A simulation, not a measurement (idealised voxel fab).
The name of this process module is voxel released beams.
Section cut is 215 nm wide and gridded with 5 nm square cells.
Cross-section layout: square cells on a grid; listed as bands, top to bottom; a band spans one or more cell rows.
Heads up on the band format: heights come first, top then bottom, in nm. After that it's the materials left to right, each with its width in nm. A single material flagged "everywhere" fills the whole band edge to edge, and "air" means there's empty space there.
Heights are reckoned from 0. Under this level, the received wafer is all of one material. The bottommost band is open-ended downward, for example "0 -> down".
Per-row width for "30->40": begins at first number (top row of band), ends at second number (bottom row), increment between rows held constant.
Take "identical to before" at face value: in the step it is given for, the cross-section changed in none of its cells.
Look at "Unvented voids" for the closed voids: empty spaces with no open path to the top, sized 8 cells or up. Each is width x height at distance, distance from the left edge, all nm.
Whatever follows a step's settings on its line is a remark the simulator itself makes about that step.
overlay nm: for a step with a mask, the amount by which the mask lay right of where it was planned; a negative amount means left of it.

[Planned process steps]
1: RECEIVE, material Si
2: CONFORMAL_DEP, material SiN, thk nm 10
3: DIRECTIONAL_DEP, material SiO2, thk nm 10
4: DIRECTIONAL_DEP, material aC, thk nm 10
5: PATTERN, tone open, mask id ANCHOR, material resist, width nm 35, thk nm 25, overlay nm 0
6: DIRECTIONAL_ETCH, etch materials aC, depth nm 10
7: STRIP, etch materials resist
8: DIRECTIONAL_ETCH, etch materials SiO2, depth nm 10
9: STRIP, etch materials aC
10: CONFORMAL_DEP, material polySi, thk nm 15
11: DIRECTIONAL_DEP, material aC, thk nm 10
12: PATTERN, tone cover, mask id BEAM, material resist, width nm 105, thk nm 30, overlay nm 0
13: DIRECTIONAL_ETCH, etch materials aC, depth nm 10
14: STRIP, etch materials resist
15: DIRECTIONAL_ETCH, etch materials polySi, depth nm 15
16: STRIP, etch materials aC
17: STRIP, etch materials SiO2

[Cross-section: wafer on arrival = after step 1]
> 0 -> down: Si everywhere
> Unvented voids: none

[Post-module cross-section: identical start and plan to those above, one misstep in execution]
> 35 -> 20: air=50 | polySi=105 | air=60
> 20 -> 10: SiN everywhere
> 10 -> 0: SiO2 everywhere
> 0 -> down: Si everywhere
> Unvented voids: none
What went wrong in running the wafer? steps 2 and 3 run out of order (swapped)
